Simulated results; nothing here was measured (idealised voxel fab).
Process module name: voxel double patterning
Square cell edge 5 nm, section width 235 nm, ID cut.
The cross-sections in this document take the form of a grid made of square cells. They are written out as bands, in order from top to bottom. Each band consists of one or more rows of cells.
Band: top height; bottom height; in nm. Then, left to right: material with width in nm, for each material. "full width": a single material spanning edge to edge. "blank": empty space.
Heights from 0 (as-received wafer is one material below). Bottom band endless downward, as "0 -> down".
Width: "30 to 40" (first number = top row, second number = bottom row, same change from row to row of cells).
"no change occurred" for a step: no cell of the cross-section changed in that step.
What "Enclosed void list" gives you is every empty space of 8 cells or more that is cut off from the top. Each appears as width x height at distance, with the distance taken from the left edge and width, height and distance all in nm.
If you see something after the settings on a step's line, that's the simulator's own remark about that step.
The optional step-line setting "overlay nm" applies to steps with a mask and quantifies how far to the right of its planned location the mask lay, a negative value indicating leftward placement.
**Set out below are the planned steps of the process**
1 RECEIVE (material Si)
2 CONFORMAL_DEP (material SiO2; thk nm 10)
3 DIRECTIONAL_DEP (material W; thk nm 15)
4 DIRECTIONAL_DEP (material SiN; thk nm 10)
5 MASKED_ETCH (tone open; mask id FIRST; width nm 15; pitch nm 50; etch materials SiN; depth nm 10; overlay nm 0)
6 DIRECTIONAL_DEP (material aC; thk nm 15)
7 PATTERN (tone open; mask id SECOND; material resist; width nm 15; pitch nm 50; thk nm 35; overlay nm 0)
8 DIRECTIONAL_ETCH (etch materials aC; depth nm 15)
9 STRIP (etch materials resist)
10 DIRECTIONAL_ETCH (etch materials SiN; depth nm 10)
11 STRIP (etch materials aC)
12 DIRECTIONAL_ETCH (etch materials W; depth nm 15)
13 STRIP (etch materials SiN)
**Run as planned: first of two wafers**
**Wafer at receipt (post step 1), cross-section**
- 0 -> down = Si full width
- Enclosed void list: none
**The wafer in cross-section once step 2 is complete**
- 10 -> 0 = SiO2 full width
- Below 0 it's all the same as before, nothing changed down there.
**The wafer in cross-section once step 3 is complete**
- 25 -> 10 = W full width
- Below 10 it's all the same as before, nothing changed down there.
**The wafer in cross-section once step 4 is complete**
- 35 -> 25 = SiN full width
- Below 25 it's all the same as before, nothing changed down there.
**The wafer in cross-section once step 5 is complete**
- 35 -> 25 = SiN: 60; blank: 15; SiN: 35; blank: 15; SiN: 35; blank: 15; SiN: 60
- Below 25 it's all the same as before, nothing changed down there.
**The wafer in cross-section once step 6 is complete**
- 50 -> 40 = aC: 60; blank: 15; aC: 35; blank: 15; aC: 35; blank: 15; aC: 60
- 40 -> 35 = aC full width
- 35 -> 25 = SiN: 60; aC: 15; SiN: 35; aC: 15; SiN: 35; aC: 15; SiN: 60
- Below 25 it's all the same as before, nothing changed down there.
**The wafer in cross-section once step 7 is complete**
- 85 -> 50 = resist: 85; blank: 15; resist: 35; blank: 15; resist: 85
- 50 -> 40 = aC: 60; resist: 15; aC: 35; resist: 15; aC: 35; resist: 15; aC: 60
- Below 40 it's all the same as before, nothing changed down there.
**The wafer in cross-section once step 8 is complete**
- 70 -> 50 = resist: 85; blank: 15; resist: 35; blank: 15; resist: 85
- 50 -> 40 = aC: 60; resist: 15; aC: 10; blank: 15; aC: 10; resist: 15; aC: 10; blank: 15; aC: 10; resist: 15; aC: 60
- 40 -> 35 = aC: 85; blank: 15; aC: 35; blank: 15; aC: 85
- Below 35 it's all the same as before, nothing changed down there.
**The wafer in cross-section once step 9 is complete**
- 50 -> 40 = aC: 60; blank: 15; aC: 10; blank: 15; aC: 10; blank: 15; aC: 10; blank: 15; aC: 10; blank: 15; aC: 60
- Below 40 it's all the same as before, nothing changed down there.
**The wafer in cross-section once step 10 is complete**
- 50 -> 40 = aC: 60; blank: 15; aC: 10; blank: 15; aC: 10; blank: 15; aC: 10; blank: 15; aC: 10; blank: 15; aC: 60
- 40 -> 35 = aC: 85; blank: 15; aC: 35; blank: 15; aC: 85
- 35 -> 25 = SiN: 60; aC: 15; SiN: 10; blank: 15; SiN: 10; aC: 15; SiN: 10; blank: 15; SiN: 10; aC: 15; SiN: 60
- Below 25 it's all the same as before, nothing changed down there.
**The wafer in cross-section once step 11 is complete**
- 35 -> 25 = SiN: 60; blank: 15; SiN: 10; blank: 15; SiN: 10; blank: 15; SiN: 10; blank: 15; SiN: 10; blank: 15; SiN: 60
- Below 25 it's all the same as before, nothing changed down there.
**The wafer in cross-section once step 12 is complete**
- 35 -> 25 = SiN: 60; blank: 15; SiN: 10; blank: 15; SiN: 10; blank: 15; SiN: 10; blank: 15; SiN: 10; blank: 15; SiN: 60
- 25 -> 10 = W: 60; blank: 15; W: 10; blank: 15; W: 10; blank: 15; W: 10; blank: 15; W: 10; blank: 15; W: 60
- Below 10 it's all the same as before, nothing changed down there.
**The wafer in cross-section once step 13 is complete**
- 25 -> 10 = W: 60; blank: 15; W: 10; blank: 15; W: 10; blank: 15; W: 10; blank: 15; W: 10; blank: 15; W: 60
- Below 10 it's all the same as before, nothing changed down there.
**Second of two: same start, same plan, one run error; steps up to and including 6 match the first**
**Second wafer, cross-section, planned end of step 7**
- 85 -> 50 = resist: 85; blank: 20; resist: 30; blank: 20; resist: 80
- 50 -> 40 = aC: 60; resist: 15; aC: 35; resist: 15; aC: 35; resist: 15; aC: 60
- Below 40 it's all the same as before, nothing changed down there.
**Second wafer, cross-section, planned end of step 8**
- 70 -> 50 = resist: 85; blank: 20; resist: 30; blank: 20; resist: 80
- 50 -> 40 = aC: 60; resist: 15; aC: 10; blank: 20; aC: 5; resist: 15; aC: 10; blank: 20; aC: 5; resist: 15; aC: 60
- 40 -> 35 = aC: 85; blank: 20; aC: 30; blank: 20; aC: 80
- Below 35 it's all the same as before, nothing changed down there.
**Second wafer, cross-section, planned end of step 9**
- 50 -> 40 = aC: 60; blank: 15; aC: 10; blank: 20; aC: 5; blank: 15; aC: 10; blank: 20; aC: 5; blank: 15; aC: 60
- Below 40 it's all the same as before, nothing changed down there.
**Second wafer, cross-section, planned end of step 10**
- 50 -> 40 = aC: 60; blank: 15; aC: 10; blank: 20; aC: 5; blank: 15; aC: 10; blank: 20; aC: 5; blank: 15; aC: 60
- 40 -> 35 = aC: 85; blank: 20; aC: 30; blank: 20; aC: 80
- 35 -> 25 = SiN: 60; aC: 15; SiN: 10; blank: 20; SiN: 5; aC: 15; SiN: 10; blank: 20; SiN: 5; aC: 15; SiN: 60
- Below 25 it's all the same as before, nothing changed down there.
**Second wafer, cross-section, planned end of step 11**
- 35 -> 25 = SiN: 60; blank: 15; SiN: 10; blank: 20; SiN: 5; blank: 15; SiN: 10; blank: 20; SiN: 5; blank: 15; SiN: 60
- Below 25 it's all the same as before, nothing changed down there.
**Second wafer, cross-section, planned end of step 12**
- 35 -> 25 = SiN: 60; blank: 15; SiN: 10; blank: 20; SiN: 5; blank: 15; SiN: 10; blank: 20; SiN: 5; blank: 15; SiN: 60
- 25 -> 10 = W: 60; blank: 15; W: 10; blank: 20; W: 5; blank: 15; W: 10; blank: 20; W: 5; blank: 15; W: 60
- Below 10 it's all the same as before, nothing changed down there.
**Second wafer, cross-section, planned end of step 13**
- 25 -> 10 = W: 60; blank: 15; W: 10; blank: 20; W: 5; blank: 15; W: 10; blank: 20; W: 5; blank: 15; W: 60
- Below 10 it's all the same as before, nothing changed down there.
Error vs. plan: step 7 ran as: PATTERN (tone open; mask id SECOND; material resist; width nm 20; pitch nm 50; thk nm 35; overlay nm 0)
The closing comparison, in cells, has the second wafer with more or fewer of some materials than the first: W: 6 fewer
